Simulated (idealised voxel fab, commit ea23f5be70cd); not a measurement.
Proc. module: voxel capacitor over wiring
Xsec cut, 225 nm wide, square cell size 5 nm.
Just so we're on the same page, the cross-sections are grids of square cells, and they're listed out in bands top to bottom, each band one or more rows deep. In this notation a band is specified by the heights of its top and bottom, in that order and in nm, after which its materials appear from left to right, each paired with its width in nm. The word "everywhere" attached to a single material means that material fills the band from edge to edge; the word "blank" stands for empty space. Heads up on the height convention: 0 is the point under which the incoming wafer is all one material, and the lowest band has no bottom, it just keeps going down, like "0..down". When a width is written as two numbers, as in "30->40", the first number is the width in the top row of cells of the band and the second is the width in its bottom row, and the width changes by the same amount from each row to the next. No cell of the cross-section changed in a step that is given as "everything unchanged". If an empty space has no open way to the top and is at least 8 cells in size, "Voids lacking openings" lists it, written width x height at distance, where distance is measured from the left edge and every value is in nm. Note: text after step settings on the step line = simulator remark on that step. overlay nm: how far to the right of its planned place the mask lay on this masked step (negative: to the left).
[Process steps - plan]
1: RECEIVE (material Si)
2: CONFORMAL_DEP (material SiO2; thk nm 10)
3: DIRECTIONAL_DEP (material TiN; thk nm 5)
4: DIRECTIONAL_DEP (material Ru; thk nm 15)
5: DIRECTIONAL_DEP (material aC; thk nm 10)
6: PATTERN (tone cover; mask id METAL_1; material resist; width nm 30; pitch nm 80; thk nm 25; overlay nm 0)
7: DIRECTIONAL_ETCH (etch materials aC; depth nm 10)
8: STRIP (etch materials resist)
9: DIRECTIONAL_ETCH (etch materials Ru; depth nm 15)
10: DIRECTIONAL_ETCH (etch materials TiN; depth nm 5)
11: STRIP (etch materials aC)
12: CONFORMAL_DEP (material SiCN; thk nm 5)
13: FILL_DEP (material lowk; thk nm 10)
14: CMP (height nm 30)
15: CONFORMAL_DEP (material SiCN; thk nm 5)
16: DIRECTIONAL_DEP (material SiO2; thk nm 20)
17: MASKED_ETCH (tone open; mask id PLUG_1; width nm 15; etch materials SiO2; depth nm 20; overlay nm 0)
18: MASKED_ETCH (tone open; mask id PLUG_1; width nm 15; etch materials SiCN; depth nm 5; overlay nm 0)
19: EPI (material Ru; thk nm 10)
20: EPI (material Ru; thk nm 10)
21: EPI (material Ru; thk nm 5)
22: DIRECTIONAL_DEP (material TiN; thk nm 10)
23: DIRECTIONAL_DEP (material Al2O3; thk nm 5)
24: DIRECTIONAL_DEP (material TiN; thk nm 5)
25: DIRECTIONAL_DEP (material aC; thk nm 10)
26: PATTERN (tone cover; mask id UPPER_PLATE; material resist; width nm 55; thk nm 30; overlay nm 0)
27: DIRECTIONAL_ETCH (etch materials aC; depth nm 10)
28: STRIP (etch materials resist)
29: DIRECTIONAL_ETCH (etch materials TiN; depth nm 5)
30: DIRECTIONAL_ETCH (etch materials Al2O3; depth nm 5)
31: STRIP (etch materials aC)
32: PATTERN (tone cover; mask id LOWER_PLATE; material resist; width nm 65; thk nm 15; overlay nm 0)
33: DIRECTIONAL_ETCH (etch materials TiN; depth nm 10)
34: STRIP (etch materials resist)
35: FILL_DEP (material SiO2; thk nm 20)
36: CMP (height nm 90)
37: PATTERN (tone open; mask id PLUG_2; material resist; width nm 15; thk nm 20; overlay nm 0)
38: DIRECTIONAL_ETCH (etch materials SiO2; depth nm 15)
39: STRIP (etch materials resist)
40: CONFORMAL_DEP (material TiN; thk nm 5)
41: FILL_DEP (material Cu; thk nm 10)
42: CMP (height nm 90)
43: CONFORMAL_DEP (material SiCN; thk nm 5)
[First out of two wafers; run went to plan]
[Cross-section of the wafer at receipt, which is the condition after step 1]
    0..down | Si everywhere
    Voids lacking openings: none
[Sectional view: wafer, after step 2]
    10..0 | SiO2 everywhere
    Heights below 0 show no change.
[Sectional view: wafer, after step 3]
    15..10 | TiN everywhere
    Heights below 10 show no change.
[Sectional view: wafer, after step 4]
    30..15 | Ru everywhere
    Heights below 15 show no change.
[Sectional view: wafer, after step 5]
    40..30 | aC everywhere
    Heights below 30 show no change.
[Sectional view: wafer, after step 6]
    65..40 | blank (55), resist (30), blank (50), resist (30), blank (60)
    Heights below 40 show no change.
[Sectional view: wafer, after step 7]
    55..40 | blank (55), resist (30), blank (50), resist (30), blank (60)
    40..30 | blank (55), aC (30), blank (50), aC (30), blank (60)
    Heights below 30 show no change.
[Sectional view: wafer, after step 8]
    40..30 | blank (55), aC (30), blank (50), aC (30), blank (60)
    Heights below 30 show no change.
[Sectional view: wafer, after step 9]
    40..30 | blank (55), aC (30), blank (50), aC (30), blank (60)
    30..15 | blank (55), Ru (30), blank (50), Ru (30), blank (60)
    Heights below 15 show no change.
[Sectional view: wafer, after step 10]
    40..30 | blank (55), aC (30), blank (50), aC (30), blank (60)
    30..15 | blank (55), Ru (30), blank (50), Ru (30), blank (60)
    15..10 | blank (55), TiN (30), blank (50), TiN (30), blank (60)
    Heights below 10 show no change.
[Sectional view: wafer, after step 11]
    30..15 | blank (55), Ru (30), blank (50), Ru (30), blank (60)
    Heights below 15 show no change.
[Sectional view: wafer, after step 12]
    35..30 | blank (50), SiCN (40), blank (40), SiCN (40), blank (55)
    30..15 | blank (50), SiCN (5), Ru (30), SiCN (5), blank (40), SiCN (5), Ru (30), SiCN (5), blank (55)
    15..10 | SiCN (55), TiN (30), SiCN (50), TiN (30), SiCN (60)
    Heights below 10 show no change.
[Sectional view: wafer, after step 13]
    45..35 | lowk everywhere
    35..30 | lowk (50), SiCN (40), lowk (40), SiCN (40), lowk (55)
    30..15 | lowk (50), SiCN (5), Ru (30), SiCN (5), lowk (40), SiCN (5), Ru (30), SiCN (5), lowk (55)
    Heights below 15 show no change.
[Sectional view: wafer, after step 14]
    30..15 | lowk (50), SiCN (5), Ru (30), SiCN (5), lowk (40), SiCN (5), Ru (30), SiCN (5), lowk (55)
    Heights below 15 show no change.
[Sectional view: wafer, after step 15]
    35..30 | SiCN everywhere
    Heights below 30 show no change.
[Sectional view: wafer, after step 16]
    55..35 | SiO2 everywhere
    Heights below 35 show no change.
[Sectional view: wafer, after step 17]
    55..35 | SiO2 (70), blank (15), SiO2 (140)
    Heights below 35 show no change.
[Sectional view: wafer, after step 18]
    55..35 | SiO2 (70), blank (15), SiO2 (140)
    35..30 | SiCN (70), blank (15), SiCN (140)
    Heights below 30 show no change.
[Sectional view: wafer, after step 19]
    55..40 | SiO2 (70), blank (15), SiO2 (140)
    40..35 | SiO2 (70), Ru (15), SiO2 (140)
    35..30 | SiCN (70), Ru (15), SiCN (140)
    Heights below 30 show no change.
[Sectional view: wafer, after step 20]
    55..50 | SiO2 (70), blank (15), SiO2 (140)
    50..35 | SiO2 (70), Ru (15), SiO2 (140)
    Heights below 35 show no change.
[Sectional view: wafer, after step 21]
    55..35 | SiO2 (70), Ru (15), SiO2 (140)
    Heights below 35 show no change.
[Sectional view: wafer, after step 22]
    65..55 | TiN everywhere
    Heights below 55 show no change.
[Sectional view: wafer, after step 23]
    70..65 | Al2O3 everywhere
    Heights below 65 show no change.
[Sectional view: wafer, after step 24]
    75..70 | TiN everywhere
    Heights below 70 show no change.
[Sectional view: wafer, after step 25]
    85..75 | aC everywhere
    Heights below 75 show no change.
[Sectional view: wafer, after step 26]
    115..85 | blank (70), resist (55), blank (100)
    Heights below 85 show no change.
[Sectional view: wafer, after step 27]
    105..85 | blank (70), resist (55), blank (100)
    85..75 | blank (70), aC (55), blank (100)
    Heights below 75 show no change.
[Sectional view: wafer, after step 28]
    85..75 | blank (70), aC (55), blank (100)
    Heights below 75 show no change.
[Sectional view: wafer, after step 29]
    85..75 | blank (70), aC (55), blank (100)
    75..70 | blank (70), TiN (55), blank (100)
    Heights below 70 show no change.
[Sectional view: wafer, after step 30]
    85..75 | blank (70), aC (55), blank (100)
    75..70 | blank (70), TiN (55), blank (100)
    70..65 | blank (70), Al2O3 (55), blank (100)
    Heights below 65 show no change.
[Sectional view: wafer, after step 31]
    75..70 | blank (70), TiN (55), blank (100)
    Heights below 70 show no change.
[Sectional view: wafer, after step 32]
    90..75 | blank (65), resist (65), blank (95)
    75..70 | blank (65), resist (5), TiN (55), resist (5), blank (95)
    70..65 | blank (65), resist (5), Al2O3 (55), resist (5), blank (95)
    Heights below 65 show no change.
[Sectional view: wafer, after step 33]
    90..75 | blank (65), resist (65), blank (95)
    75..70 | blank (65), resist (5), TiN (55), resist (5), blank (95)
    70..65 | blank (65), resist (5), Al2O3 (55), resist (5), blank (95)
    65..55 | blank (65), TiN (65), blank (95)
    Heights below 55 show no change.
[Sectional view: wafer, after step 34]
    75..70 | blank (70), TiN (55), blank (100)
    70..65 | blank (70), Al2O3 (55), blank (100)
    Heights below 65 show no change.
[Sectional view: wafer, after step 35]
    95..75 | SiO2 everywhere
    75..70 | SiO2 (70), TiN (55), SiO2 (100)
    70..65 | SiO2 (70), Al2O3 (55), SiO2 (100)
    65..55 | SiO2 (65), TiN (65), SiO2 (95)
    Heights below 55 show no change.
[Sectional view: wafer, after step 36]
    90..75 | SiO2 everywhere
    Heights below 75 show no change.
[Sectional view: wafer, after step 37]
    110..90 | resist (80), blank (15), resist (130)
    Heights below 90 show no change.
[Sectional view: wafer, after step 38]
    110..90 | resist (80), blank (15), resist (130)
    90..75 | SiO2 (80), blank (15), SiO2 (130)
    Heights below 75 show no change.
[Sectional view: wafer, after step 39]
    90..75 | SiO2 (80), blank (15), SiO2 (130)
    Heights below 75 show no change.
[Sectional view: wafer, after step 40]
    95..90 | TiN (85), blank (5), TiN (135)
    90..80 | SiO2 (80), TiN (5), blank (5), TiN (5), SiO2 (130)
    80..70 | SiO2 (80->70), TiN (15->55), SiO2 (130->100)
    Heights below 70 show no change.
[Sectional view: wafer, after step 41]
    105..95 | Cu everywhere
    95..90 | TiN (85), Cu (5), TiN (135)
    90..80 | SiO2 (80), TiN (5), Cu (5), TiN (5), SiO2 (130)
    Heights below 80 show no change.
[Sectional view: wafer, after step 42]
    90..80 | SiO2 (80), TiN (5), Cu (5), TiN (5), SiO2 (130)
    Heights below 80 show no change.
[Sectional view: wafer, after step 43]
    95..90 | SiCN everywhere
    Heights below 90 show no change.
[The second wafer began exactly as the first did and followed the same plan, but one mistake was made while running it; through step 2 inclusive, the two wafers are identical]
[Look at the second wafer in cross-section at the time step 3 ought to have finished]
    25..10 | Ru everywhere
    Heights below 10 show no change.
[Look at the second wafer in cross-section at the time step 4 ought to have finished]
    30..25 | TiN everywhere
    Heights below 25 show no change.
[Look at the second wafer in cross-section at the time step 5 ought to have finished]
    40..30 | aC everywhere
    Heights below 30 show no change.
[Look at the second wafer in cross-section at the time step 6 ought to have finished]
    65..40 | blank (55), resist (30), blank (50), resist (30), blank (60)
    Heights below 40 show no change.
[Look at the second wafer in cross-section at the time step 7 ought to have finished]
    55..40 | blank (55), resist (30), blank (50), resist (30), blank (60)
    40..30 | blank (55), aC (30), blank (50), aC (30), blank (60)
    Heights below 30 show no change.
[Look at the second wafer in cross-section at the time step 8 ought to have finished]
    40..30 | blank (55), aC (30), blank (50), aC (30), blank (60)
    Heights below 30 show no change.
Look at the second wafer in cross-section at the time step 9 ought to have finished: everything unchanged
[Look at the second wafer in cross-section at the time step 10 ought to have finished]
    40..30 | blank (55), aC (30), blank (50), aC (30), blank (60)
    30..25 | blank (55), TiN (30), blank (50), TiN (30), blank (60)
    Heights below 25 show no change.
[Look at the second wafer in cross-section at the time step 11 ought to have finished]
    30..25 | blank (55), TiN (30), blank (50), TiN (30), blank (60)
    Heights below 25 show no change.
[Look at the second wafer in cross-section at the time step 12 ought to have finished]
    35..30 | blank (50), SiCN (40), blank (40), SiCN (40), blank (55)
    30..25 | SiCN (55), TiN (30), SiCN (50), TiN (30), SiCN (60)
    Heights below 25 show no change.
[Look at the second wafer in cross-section at the time step 13 ought to have finished]
    45..35 | lowk everywhere
    35..30 | lowk (50), SiCN (40), lowk (40), SiCN (40), lowk (55)
    Heights below 30 show no change.
[Look at the second wafer in cross-section at the time step 14 ought to have finished]
    30..25 | SiCN (55), TiN (30), SiCN (50), TiN (30), SiCN (60)
    Heights below 25 show no change.
[Look at the second wafer in cross-section at the time step 15 ought to have finished]
    35..30 | SiCN everywhere
    Heights below 30 show no change.
[Look at the second wafer in cross-section at the time step 16 ought to have finished]
    55..35 | SiO2 everywhere
    Heights below 35 show no change.
[Look at the second wafer in cross-section at the time step 17 ought to have finished]
    55..35 | SiO2 (70), blank (15), SiO2 (140)
    Heights below 35 show no change.
[Look at the second wafer in cross-section at the time step 18 ought to have finished]
    55..35 | SiO2 (70), blank (15), SiO2 (140)
    35..30 | SiCN (70), blank (15), SiCN (140)
    Heights below 30 show no change.
[Look at the second wafer in cross-section at the time step 19 ought to have finished]
    55..40 | SiO2 (70), blank (15), SiO2 (140)
    40..35 | SiO2 (70), Ru (15), SiO2 (140)
    35..30 | SiCN (70), Ru (15), SiCN (140)
    Heights below 30 show no change.
[Look at the second wafer in cross-section at the time step 20 ought to have finished]
    55..50 | SiO2 (70), blank (15), SiO2 (140)
    50..35 | SiO2 (70), Ru (15), SiO2 (140)
    Heights below 35 show no change.
[Look at the second wafer in cross-section at the time step 21 ought to have finished]
    55..35 | SiO2 (70), Ru (15), SiO2 (140)
    Heights below 35 show no change.
[Look at the second wafer in cross-section at the time step 22 ought to have finished]
    65..55 | TiN everywhere
    Heights below 55 show no change.
[Look at the second wafer in cross-section at the time step 23 ought to have finished]
    70..65 | Al2O3 everywhere
    Heights below 65 show no change.
[Look at the second wafer in cross-section at the time step 24 ought to have finished]
    75..70 | TiN everywhere
    Heights below 70 show no change.
[Look at the second wafer in cross-section at the time step 25 ought to have finished]
    85..75 | aC everywhere
    Heights below 75 show no change.
[Look at the second wafer in cross-section at the time step 26 ought to have finished]
    115..85 | blank (70), resist (55), blank (100)
    Heights below 85 show no change.
[Look at the second wafer in cross-section at the time step 27 ought to have finished]
    105..85 | blank (70), resist (55), blank (100)
    85..75 | blank (70), aC (55), blank (100)
    Heights below 75 show no change.
[Look at the second wafer in cross-section at the time step 28 ought to have finished]
    85..75 | blank (70), aC (55), blank (100)
    Heights below 75 show no change.
[Look at the second wafer in cross-section at the time step 29 ought to have finished]
    85..75 | blank (70), aC (55), blank (100)
    75..70 | blank (70), TiN (55), blank (100)
    Heights below 70 show no change.
[Look at the second wafer in cross-section at the time step 30 ought to have finished]
    85..75 | blank (70), aC (55), blank (100)
    75..70 | blank (70), TiN (55), blank (100)
    70..65 | blank (70), Al2O3 (55), blank (100)
    Heights below 65 show no change.
[Look at the second wafer in cross-section at the time step 31 ought to have finished]
    75..70 | blank (70), TiN (55), blank (100)
    Heights below 70 show no change.
[Look at the second wafer in cross-section at the time step 32 ought to have finished]
    90..75 | blank (65), resist (65), blank (95)
    75..70 | blank (65), resist (5), TiN (55), resist (5), blank (95)
    70..65 | blank (65), resist (5), Al2O3 (55), resist (5), blank (95)
    Heights below 65 show no change.
[Look at the second wafer in cross-section at the time step 33 ought to have finished]
    90..75 | blank (65), resist (65), blank (95)
    75..70 | blank (65), resist (5), TiN (55), resist (5), blank (95)
    70..65 | blank (65), resist (5), Al2O3 (55), resist (5), blank (95)
    65..55 | blank (65), TiN (65), blank (95)
    Heights below 55 show no change.
[Look at the second wafer in cross-section at the time step 34 ought to have finished]
    75..70 | blank (70), TiN (55), blank (100)
    70..65 | blank (70), Al2O3 (55), blank (100)
    Heights below 65 show no change.
[Look at the second wafer in cross-section at the time step 35 ought to have finished]
    95..75 | SiO2 everywhere
    75..70 | SiO2 (70), TiN (55), SiO2 (100)
    70..65 | SiO2 (70), Al2O3 (55), SiO2 (100)
    65..55 | SiO2 (65), TiN (65), SiO2 (95)
    Heights below 55 show no change.
[Look at the second wafer in cross-section at the time step 36 ought to have finished]
    90..75 | SiO2 everywhere
    Heights below 75 show no change.
[Look at the second wafer in cross-section at the time step 37 ought to have finished]
    110..90 | resist (80), blank (15), resist (130)
    Heights below 90 show no change.
[Look at the second wafer in cross-section at the time step 38 ought to have finished]
    110..90 | resist (80), blank (15), resist (130)
    90..75 | SiO2 (80), blank (15), SiO2 (130)
    Heights below 75 show no change.
[Look at the second wafer in cross-section at the time step 39 ought to have finished]
    90..75 | SiO2 (80), blank (15), SiO2 (130)
    Heights below 75 show no change.
[Look at the second wafer in cross-section at the time step 40 ought to have finished]
    95..90 | TiN (85), blank (5), TiN (135)
    90..80 | SiO2 (80), TiN (5), blank (5), TiN (5), SiO2 (130)
    80..70 | SiO2 (80->70), TiN (15->55), SiO2 (130->100)
    Heights below 70 show no change.
[Look at the second wafer in cross-section at the time step 41 ought to have finished]
    105..95 | Cu everywhere
    95..90 | TiN (85), Cu (5), TiN (135)
    90..80 | SiO2 (80), TiN (5), Cu (5), TiN (5), SiO2 (130)
    Heights below 80 show no change.
[Look at the second wafer in cross-section at the time step 42 ought to have finished]
    90..80 | SiO2 (80), TiN (5), Cu (5), TiN (5), SiO2 (130)
    Heights below 80 show no change.
[Look at the second wafer in cross-section at the time step 43 ought to have finished]
    95..90 | SiCN everywhere
    Heights below 90 show no change.
In executing the process, a mistake was made relative to the plan: steps 3 and 4 got flipped, so each one ran where the other should have
FYI, end of process, the second wafer has more or fewer cells of some materials than the first: +99 Ru, -12 SiCN, -87 lowk
